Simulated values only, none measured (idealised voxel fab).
Module name: voxel self aligned vias (process module)
Section shown: cut. Width: 210 nm. Cell size: 5 nm, square.
A cross-section is a grid of square cells, given in bands from the top down. A band is one or more rows of cells. Within each band entry, the heights of the top and of the bottom of the band appear first, in that order and in nm; the materials of the band then follow from left to right, each with its corresponding width in nm. The designation "full width" on a single material indicates that it fills the band from edge to edge; the designation "empty" indicates empty space. Height reference: 0 = level under which incoming wafer is all one material. Lowest band: no bottom, runs on downward, e.g. "0 -> down". A width given as "30->40" starts at the first number in the band's top row and ends at the second number in its bottom row, shifting by an equal amount at every step from row to row. Any step labelled "identical to before" changed none of the cells in the cross-section. Entry "Closed void inventory". Content: empty spaces with no open connection to the top, size 8 cells or greater. Each: width x height at distance. Distance: from left edge. Unit: nm. Post-settings text on a step line: simulator's own remark regarding the step. The optional step-line setting "overlay nm" applies to steps with a mask and quantifies how far to the right of its planned location the mask lay, a negative value indicating leftward placement.

The steps planned for the process are as follows:
1,RECEIVE (material Si)
2,CONFORMAL_DEP (material SiO2; thk nm 10)
3,CONFORMAL_DEP (material SiCN; thk nm 5)
4,DIRECTIONAL_DEP (material SiO2; thk nm 30)
5,MASKED_ETCH (tone open; mask id LINES; width nm 20; pitch nm 60; etch materials SiO2; depth nm 30; overlay nm 0)
6,CONFORMAL_DEP (material TiN; thk nm 5)
7,FILL_DEP (material W; thk nm 5)
8,CMP (height nm 45)
9,SELECTIVE_ETCH (etch materials W Ru TiN; depth nm 5)
10,FILL_DEP (material SiN; thk nm 10)
11,CMP (height nm 45)
12,DIRECTIONAL_DEP (material SiO2; thk nm 15)
13,PATTERN (tone open; mask id VIAS; material resist; width nm 30; thk nm 20; overlay nm 0)
14,DIRECTIONAL_ETCH (etch materials SiO2; depth nm 15)
15,DIRECTIONAL_ETCH (etch materials SiN; depth nm 5)
16,STRIP (etch materials resist)
17,CONFORMAL_DEP (material TiN; thk nm 5)
18,FILL_DEP (material Ru; thk nm 5)
19,CMP (height nm 60)
20,CONFORMAL_DEP (material SiN; thk nm 5)

As received, after step 1:
  0 -> down | Si full width
  Closed void inventory: none

End-of-module XS, first of two wafers, run as planned:
  65 -> 60 | SiN full width
  60 -> 50 | SiO2 60 | TiN 5 | Ru 20 | TiN 5 | SiO2 120
  50 -> 45 | SiO2 60 | TiN 10 | Ru 10 | TiN 10 | SiO2 120
  45 -> 40 | SiO2 65 | TiN 20 | SiO2 40 | SiN 20 | SiO2 65
  40 -> 20 | SiO2 65 | TiN 5 | W 10 | TiN 5 | SiO2 40 | TiN 5 | W 10 | TiN 5 | SiO2 65
  20 -> 15 | SiO2 65 | TiN 20 | SiO2 40 | TiN 20 | SiO2 65
  15 -> 10 | SiCN full width
  10 -> 0 | SiO2 full width
  0 -> down | Si full width
  Closed void inventory: none

Cross-section, wafer two of two, end of module: same start and plan as wafer one, one error in execution:
  65 -> 60 | SiN full width
  60 -> 45 | SiO2 60 | TiN 5 | Ru 20 | TiN 5 | SiO2 120
  45 -> 40 | SiN 60 | TiN 30 | SiN 120
  40 -> 35 | TiN 70 | W 10 | TiN 50 | W 10 | TiN 70
  35 -> 10 | SiO2 65 | TiN 5 | W 10 | TiN 5 | SiO2 40 | TiN 5 | W 10 | TiN 5 | SiO2 65
  10 -> 5 | SiO2 65 | TiN 20 | SiO2 40 | TiN 20 | SiO2 65
  5 -> 0 | SiCN full width
  0 -> down | Si full width
  Closed void inventory: none
What went wrong in running the wafer? skipped: plan step 2 (never run)
Final difference in cells, second wafer against first, listed per material as more or fewer: Ru +2, SiN +32, SiO2 -84, TiN +42, W +8
